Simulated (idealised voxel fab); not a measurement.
process module | voxel capacitor over wiring
cross-section cut | 285 nm wide | cells 5 nm
A cross-section is a grid of square cells, given in bands from the top down. A band is one or more rows of cells.
Each band's line starts with the height of the band's top and of its bottom, in nm. Then come its materials from left to right, each with its width in nm. One material with "throughout" fills the band from edge to edge. "air" is empty space.
Height 0 is the level under which the wafer as received is all one material. The lowest band goes on downwards, as in "0 down".
A width such as "30 to 40" changes by the same amount from each row of cells to the next, from the band's top row to its bottom row.
"no change" after a step means that no cell of the cross-section changed.
closed voids: empty space of 8 cells or more with no open way to the top, each as width x height at its distance from the left edge, in nm
after a step's settings: what the simulator itself notes on the step
overlay nm, on a step with a mask: how far to the right of its planned place the mask lay; to the left if negative
plan
1 op RECEIVE | material Si
2 op CONFORMAL_DEP | material SiO2 | thk nm 15
3 op DIRECTIONAL_DEP | material TiN | thk nm 5
4 op DIRECTIONAL_DEP | material Ru | thk nm 20
5 op PATTERN | tone cover | mask id METAL_1 | material resist | width nm 30 | pitch nm 100 | thk nm 20 | overlay nm 0
6 op DIRECTIONAL_ETCH | etch materials Ru | depth nm 20
7 op DIRECTIONAL_ETCH | etch materials TiN | depth nm 5
8 op STRIP | etch materials resist
9 op FILL_DEP | material SiO2 | thk nm 10
10 op CMP | height nm 40
11 op CONFORMAL_DEP | material SiCN | thk nm 5
12 op DIRECTIONAL_DEP | material lowk | thk nm 15
13 op DIRECTIONAL_DEP | material aC | thk nm 15
14 op PATTERN | tone open | mask id PLUG_1 | material resist | width nm 15 | thk nm 30 | overlay nm 0
15 op DIRECTIONAL_ETCH | etch materials aC | depth nm 15
16 op STRIP | etch materials resist
17 op DIRECTIONAL_ETCH | etch materials lowk | depth nm 15
18 op DIRECTIONAL_ETCH | etch materials SiCN | depth nm 5
19 op STRIP | etch materials aC
20 op EPI | material Ru | thk nm 10
21 op EPI | material Ru | thk nm 10
22 op DIRECTIONAL_DEP | material TiN | thk nm 10
23 op DIRECTIONAL_DEP | material Al2O3 | thk nm 5
24 op DIRECTIONAL_DEP | material TiN | thk nm 5
25 op PATTERN | tone cover | mask id UPPER_PLATE | material resist | width nm 75 | thk nm 15 | overlay nm 0
26 op DIRECTIONAL_ETCH | etch materials TiN | depth nm 5
27 op DIRECTIONAL_ETCH | etch materials Al2O3 | depth nm 5
28 op STRIP | etch materials resist
29 op MASKED_ETCH | tone cover | mask id LOWER_PLATE | width nm 85 | etch materials TiN | depth nm 10 | overlay nm 0
30 op FILL_DEP | material SiO2 | thk nm 20
31 op CMP | height nm 95
32 op MASKED_ETCH | tone open | mask id PLUG_2 | width nm 15 | etch materials SiO2 | depth nm 15 | overlay nm 0
33 op CONFORMAL_DEP | material TiN | thk nm 5
34 op FILL_DEP | material Ru | thk nm 10
35 op CMP | height nm 95
36 op CONFORMAL_DEP | material SiN | thk nm 5
first wafer, as planned
as received, after step 1
  0 down: Si throughout
  closed voids: none
after step 2
  15 to 0: SiO2 throughout
  below 0: unchanged
after step 3
  20 to 15: TiN throughout
  below 15: unchanged
after step 4
  40 to 20: Ru throughout
  below 20: unchanged
after step 5
  60 to 40: air 75 | resist 30 | air 70 | resist 30 | air 80
  below 40: unchanged
after step 6
  60 to 40: air 75 | resist 30 | air 70 | resist 30 | air 80
  40 to 20: air 75 | Ru 30 | air 70 | Ru 30 | air 80
  below 20: unchanged
after step 7
  60 to 40: air 75 | resist 30 | air 70 | resist 30 | air 80
  40 to 20: air 75 | Ru 30 | air 70 | Ru 30 | air 80
  20 to 15: air 75 | TiN 30 | air 70 | TiN 30 | air 80
  below 15: unchanged
after step 8
  40 to 20: air 75 | Ru 30 | air 70 | Ru 30 | air 80
  below 20: unchanged
after step 9
  50 to 40: SiO2 throughout
  40 to 20: SiO2 75 | Ru 30 | SiO2 70 | Ru 30 | SiO2 80
  20 to 15: SiO2 75 | TiN 30 | SiO2 70 | TiN 30 | SiO2 80
  below 15: unchanged
after step 10
  40 to 20: SiO2 75 | Ru 30 | SiO2 70 | Ru 30 | SiO2 80
  below 20: unchanged
after step 11
  45 to 40: SiCN throughout
  below 40: unchanged
after step 12
  60 to 45: lowk throughout
  below 45: unchanged
after step 13
  75 to 60: aC throughout
  below 60: unchanged
after step 14
  105 to 75: resist 90 | air 15 | resist 180
  below 75: unchanged
after step 15
  90 to 75: resist 90 | air 15 | resist 180
  75 to 60: aC 90 | air 15 | aC 180
  below 60: unchanged
after step 16
  75 to 60: aC 90 | air 15 | aC 180
  below 60: unchanged
after step 17
  75 to 60: aC 90 | air 15 | aC 180
  60 to 45: lowk 90 | air 15 | lowk 180
  below 45: unchanged
after step 18
  75 to 60: aC 90 | air 15 | aC 180
  60 to 45: lowk 90 | air 15 | lowk 180
  45 to 40: SiCN 90 | air 15 | SiCN 180
  below 40: unchanged
after step 19
  60 to 45: lowk 90 | air 15 | lowk 180
  below 45: unchanged
after step 20
  60 to 50: lowk 90 | air 15 | lowk 180
  50 to 45: lowk 90 | Ru 15 | lowk 180
  45 to 40: SiCN 90 | Ru 15 | SiCN 180
  below 40: unchanged
after step 21
  60 to 45: lowk 90 | Ru 15 | lowk 180
  below 45: unchanged
after step 22
  70 to 60: TiN throughout
  below 60: unchanged
after step 23
  75 to 70: Al2O3 throughout
  below 70: unchanged
after step 24
  80 to 75: TiN throughout
  below 75: unchanged
after step 25
  95 to 80: air 90 | resist 75 | air 120
  below 80: unchanged
after step 26
  95 to 80: air 90 | resist 75 | air 120
  80 to 75: air 90 | TiN 75 | air 120
  below 75: unchanged
after step 27
  95 to 80: air 90 | resist 75 | air 120
  80 to 75: air 90 | TiN 75 | air 120
  75 to 70: air 90 | Al2O3 75 | air 120
  below 70: unchanged
after step 28
  80 to 75: air 90 | TiN 75 | air 120
  below 75: unchanged
after step 29
  80 to 75: air 90 | TiN 75 | air 120
  75 to 70: air 90 | Al2O3 75 | air 120
  70 to 60: air 85 | TiN 85 | air 115
  below 60: unchanged
after step 30
  100 to 80: SiO2 throughout
  80 to 75: SiO2 90 | TiN 75 | SiO2 120
  75 to 70: SiO2 90 | Al2O3 75 | SiO2 120
  70 to 60: SiO2 85 | TiN 85 | SiO2 115
  below 60: unchanged
after step 31
  95 to 80: SiO2 throughout
  below 80: unchanged
after step 32
  95 to 80: SiO2 100 | air 15 | SiO2 170
  below 80: unchanged
after step 33
  100 to 95: TiN 105 | air 5 | TiN 175
  95 to 85: SiO2 100 | TiN 5 | air 5 | TiN 5 | SiO2 170
  85 to 75: SiO2 100 to 90 | TiN 15 to 75 | SiO2 170 to 120
  below 75: unchanged
after step 34
  110 to 100: Ru throughout
  100 to 95: TiN 105 | Ru 5 | TiN 175
  95 to 85: SiO2 100 | TiN 5 | Ru 5 | TiN 5 | SiO2 170
  below 85: unchanged
after step 35
  95 to 85: SiO2 100 | TiN 5 | Ru 5 | TiN 5 | SiO2 170
  below 85: unchanged
after step 36
  100 to 95: SiN throughout
  below 95: unchanged
second wafer: like start, like plan, one mistake. Through step 4 it matches the first wafer
when step 5 should have ended
  60 to 40: air 80 | resist 30 | air 70 | resist 30 | air 75
  below 40: unchanged
when step 6 should have ended
  60 to 40: air 80 | resist 30 | air 70 | resist 30 | air 75
  40 to 20: air 80 | Ru 30 | air 70 | Ru 30 | air 75
  below 20: unchanged
when step 7 should have ended
  60 to 40: air 80 | resist 30 | air 70 | resist 30 | air 75
  40 to 20: air 80 | Ru 30 | air 70 | Ru 30 | air 75
  20 to 15: air 80 | TiN 30 | air 70 | TiN 30 | air 75
  below 15: unchanged
when step 8 should have ended
  40 to 20: air 80 | Ru 30 | air 70 | Ru 30 | air 75
  below 20: unchanged
when step 9 should have ended
  50 to 40: SiO2 throughout
  40 to 20: SiO2 80 | Ru 30 | SiO2 70 | Ru 30 | SiO2 75
  20 to 15: SiO2 80 | TiN 30 | SiO2 70 | TiN 30 | SiO2 75
  below 15: unchanged
when step 10 should have ended
  40 to 20: SiO2 80 | Ru 30 | SiO2 70 | Ru 30 | SiO2 75
  below 20: unchanged
when step 11 should have ended
  45 to 40: SiCN throughout
  below 40: unchanged
when step 12 should have ended
  60 to 45: lowk throughout
  below 45: unchanged
when step 13 should have ended
  75 to 60: aC throughout
  below 60: unchanged
when step 14 should have ended
  105 to 75: resist 90 | air 15 | resist 180
  below 75: unchanged
when step 15 should have ended
  90 to 75: resist 90 | air 15 | resist 180
  75 to 60: aC 90 | air 15 | aC 180
  below 60: unchanged
when step 16 should have ended
  75 to 60: aC 90 | air 15 | aC 180
  below 60: unchanged
when step 17 should have ended
  75 to 60: aC 90 | air 15 | aC 180
  60 to 45: lowk 90 | air 15 | lowk 180
  below 45: unchanged
when step 18 should have ended
  75 to 60: aC 90 | air 15 | aC 180
  60 to 45: lowk 90 | air 15 | lowk 180
  45 to 40: SiCN 90 | air 15 | SiCN 180
  below 40: unchanged
when step 19 should have ended
  60 to 45: lowk 90 | air 15 | lowk 180
  below 45: unchanged
when step 20 should have ended
  60 to 50: lowk 90 | air 15 | lowk 180
  50 to 45: lowk 90 | Ru 15 | lowk 180
  45 to 40: SiCN 90 | Ru 15 | SiCN 180
  below 40: unchanged
when step 21 should have ended
  60 to 45: lowk 90 | Ru 15 | lowk 180
  below 45: unchanged
when step 22 should have ended
  70 to 60: TiN throughout
  below 60: unchanged
when step 23 should have ended
  75 to 70: Al2O3 throughout
  below 70: unchanged
when step 24 should have ended
  80 to 75: TiN throughout
  below 75: unchanged
when step 25 should have ended
  95 to 80: air 90 | resist 75 | air 120
  below 80: unchanged
when step 26 should have ended
  95 to 80: air 90 | resist 75 | air 120
  80 to 75: air 90 | TiN 75 | air 120
  below 75: unchanged
when step 27 should have ended
  95 to 80: air 90 | resist 75 | air 120
  80 to 75: air 90 | TiN 75 | air 120
  75 to 70: air 90 | Al2O3 75 | air 120
  below 70: unchanged
when step 28 should have ended
  80 to 75: air 90 | TiN 75 | air 120
  below 75: unchanged
when step 29 should have ended
  80 to 75: air 90 | TiN 75 | air 120
  75 to 70: air 90 | Al2O3 75 | air 120
  70 to 60: air 85 | TiN 85 | air 115
  below 60: unchanged
when step 30 should have ended
  100 to 80: SiO2 throughout
  80 to 75: SiO2 90 | TiN 75 | SiO2 120
  75 to 70: SiO2 90 | Al2O3 75 | SiO2 120
  70 to 60: SiO2 85 | TiN 85 | SiO2 115
  below 60: unchanged
when step 31 should have ended
  95 to 80: SiO2 throughout
  below 80: unchanged
when step 32 should have ended
  95 to 80: SiO2 100 | air 15 | SiO2 170
  below 80: unchanged
when step 33 should have ended
  100 to 95: TiN 105 | air 5 | TiN 175
  95 to 85: SiO2 100 | TiN 5 | air 5 | TiN 5 | SiO2 170
  85 to 75: SiO2 100 to 90 | TiN 15 to 75 | SiO2 170 to 120
  below 75: unchanged
when step 34 should have ended
  110 to 100: Ru throughout
  100 to 95: TiN 105 | Ru 5 | TiN 175
  95 to 85: SiO2 100 | TiN 5 | Ru 5 | TiN 5 | SiO2 170
  below 85: unchanged
when step 35 should have ended
  95 to 85: SiO2 100 | TiN 5 | Ru 5 | TiN 5 | SiO2 170
  below 85: unchanged
when step 36 should have ended
  100 to 95: SiN throughout
  below 95: unchanged
what went wrong: step 5 ran as: op PATTERN | tone cover | mask id METAL_1 | material resist | width nm 30 | pitch nm 100 | thk nm 20 | overlay nm 5
at the end the second wafer has, in cells: as many of each material as the first, in other places
